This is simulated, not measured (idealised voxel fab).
process module | voxel air gaps
cross-section cut | 230 nm wide | cells 5 nm
A cross-section is a grid of square cells, given in bands from the top down. A band is one or more rows of cells.
Each band's line starts with the height of the band's top and of its bottom, in nm. Then come its materials from left to right, each with its width in nm. One material with "throughout" fills the band from edge to edge. "air" is empty space.
Height 0 is the level under which the wafer as received is all one material. The lowest band goes on downwards, as in "0 down".
A width such as "30 to 40" changes by the same amount from each row of cells to the next, from the band's top row to its bottom row.
"no change" after a step means that no cell of the cross-section changed.
closed voids: empty space of 8 cells or more with no open way to the top, each as width x height at its distance from the left edge, in nm
after a step's settings: what the simulator itself notes on the step
overlay nm, on a step with a mask: how far to the right of its planned place the mask lay; to the left if negative
plan
1 op RECEIVE | material Si
2 op CONFORMAL_DEP | material SiO2 | thk nm 10
3 op CONFORMAL_DEP | material SiN | thk nm 5
4 op DIRECTIONAL_DEP | material lowk | thk nm 40
5 op PATTERN | tone open | mask id LINES | material resist | width nm 20 | pitch nm 45 | thk nm 20 | overlay nm 0
6 op DIRECTIONAL_ETCH | etch materials lowk | depth nm 40
7 op STRIP | etch materials resist
8 op CONFORMAL_DEP | material TiN | thk nm 5
9 op FILL_DEP | material Ru | thk nm 5
10 op CMP | height nm 55
11 op EPI | material Ru | thk nm 10
12 op SELECTIVE_ETCH | etch materials lowk | depth nm 50
13 op CONFORMAL_DEP | material SiCN | thk nm 5
as received, after step 1
  0 down: Si throughout
  closed voids: none
first wafer at the end, as planned
  70 to 65: air 20 | SiCN 185 | air 25
  65 to 55: air 20 | SiCN 5 | Ru 40 | SiCN 5 | Ru 40 | SiCN 5 | Ru 40 | SiCN 5 | Ru 40 | SiCN 5 | air 25
  55 to 50: air 20 | SiCN 15 | TiN 5 | Ru 10 | TiN 5 | SiCN 25 | TiN 5 | Ru 10 | TiN 5 | SiCN 25 | TiN 5 | Ru 10 | TiN 5 | SiCN 25 | TiN 5 | Ru 10 | TiN 5 | SiCN 15 | air 25
  50 to 20: air 30 | SiCN 5 | TiN 5 | Ru 10 | TiN 5 | SiCN 5 | air 15 | SiCN 5 | TiN 5 | Ru 10 | TiN 5 | SiCN 5 | air 15 | SiCN 5 | TiN 5 | Ru 10 | TiN 5 | SiCN 5 | air 15 | SiCN 5 | TiN 5 | Ru 10 | TiN 5 | SiCN 5 | air 35
  20 to 15: SiCN 35 | TiN 20 | SiCN 25 | TiN 20 | SiCN 25 | TiN 20 | SiCN 25 | TiN 20 | SiCN 40
  15 to 10: SiN throughout
  10 to 0: SiO2 throughout
  0 down: Si throughout
  closed voids: 15 x 30 at 60; 15 x 30 at 105; 15 x 30 at 150
second wafer at the end: like start, like plan, one mistake
  70 to 65: air 20 | SiN 185 | air 25
  65 to 55: air 20 | SiN 5 | Ru 40 | SiN 5 | Ru 40 | SiN 5 | Ru 40 | SiN 5 | Ru 40 | SiN 5 | air 25
  55 to 50: air 20 | SiN 15 | TiN 5 | Ru 10 | TiN 5 | SiN 25 | TiN 5 | Ru 10 | TiN 5 | SiN 25 | TiN 5 | Ru 10 | TiN 5 | SiN 25 | TiN 5 | Ru 10 | TiN 5 | SiN 15 | air 25
  50 to 20: air 30 | SiN 5 | TiN 5 | Ru 10 | TiN 5 | SiN 5 | air 15 | SiN 5 | TiN 5 | Ru 10 | TiN 5 | SiN 5 | air 15 | SiN 5 | TiN 5 | Ru 10 | TiN 5 | SiN 5 | air 15 | SiN 5 | TiN 5 | Ru 10 | TiN 5 | SiN 5 | air 35
  20 to 15: SiN 35 | TiN 20 | SiN 25 | TiN 20 | SiN 25 | TiN 20 | SiN 25 | TiN 20 | SiN 40
  15 to 10: SiN throughout
  10 to 0: SiO2 throughout
  0 down: Si throughout
  closed voids: 15 x 30 at 60; 15 x 30 at 105; 15 x 30 at 150
what went wrong: step 13 ran as: op CONFORMAL_DEP | material SiN | thk nm 5
at the end the second wafer has, in cells: 146 fewer of SiCN | 146 more of SiN
